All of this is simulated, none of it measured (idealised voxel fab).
Process module, titled voxel air gaps
Section shown: cut. Width: 210 nm. Cell size: 5 nm, square.
Format of a cross-section: grid, square cells. Given as bands. Order: top down. Band: one or more rows of cells. Per band: top height and bottom height in nm, followed by the left-to-right materials and their widths in nm; "edge to edge" marks a single material spanning edge to edge, "air" marks empty space. Note: height 0 marks the level under which the wafer is uniformly one material as received. Lowest band unbounded below, written "0..down". Width spec "30 to 40" -> top row of cells at first value, bottom row at second value, equal per-row change in between. Step note "nothing got changed" = no cross-section cell changed. Listed in "Sealed-off cavities": every empty space of 8 or more cells without an open way to the top. Form: width x height at distance, the distance being from the left edge, all in nm. Past the settings on a step's line: simulator remark, on that step. overlay nm: where the mask lay relative to plan, measured to the right, on steps with a mask; negatives go left.
Intended process steps:
1. RECEIVE | material Si
2. CONFORMAL_DEP | material SiO2 | thk nm 15
3. CONFORMAL_DEP | material SiN | thk nm 5
4. DIRECTIONAL_DEP | material SiO2 | thk nm 40
5. PATTERN | tone open | mask id LINES | material resist | width nm 15 | pitch nm 45 | thk nm 20 | overlay nm 0
6. DIRECTIONAL_ETCH | etch materials SiO2 | depth nm 40
7. STRIP | etch materials resist
8. CONFORMAL_DEP | material TiN | thk nm 5
9. FILL_DEP | material W | thk nm 5
10. CMP | height nm 60
11. EPI | material Ru | thk nm 10
12. SELECTIVE_ETCH | etch materials SiO2 | depth nm 50
13. CONFORMAL_DEP | material SiN | thk nm 5
The wafers in this document start out alike and differ in the width nm applied at step 5; the plan shows the value used for the first wafer.
First of several wafers, received after step 1, in cross-section:
- 0..down | Si edge to edge
- Sealed-off cavities: none
Take any row and you have a wafer at the end of the module: how many cells of each material it has gained (+) or lost (-) since it was received, and then its closed voids:
width nm 15; +56 Ru; +196 SiN; +126 SiO2; +68 TiN; +28 W; Sealed-off cavities: 20 x 30 at 50; 20 x 30 at 95; 20 x 30 at 140
width nm 20; +64 Ru; +184 SiN; +126 SiO2; +72 TiN; +56 W; Sealed-off cavities: 15 x 30 at 55; 15 x 30 at 100; 15 x 30 at 145
width nm 25; +72 Ru; +112 SiN; +222 SiO2; +76 TiN; +84 W; Sealed-off cavities: none
width nm 30; +74 Ru; +112 SiN; +198 SiO2; +80 TiN; +112 W; Sealed-off cavities: none
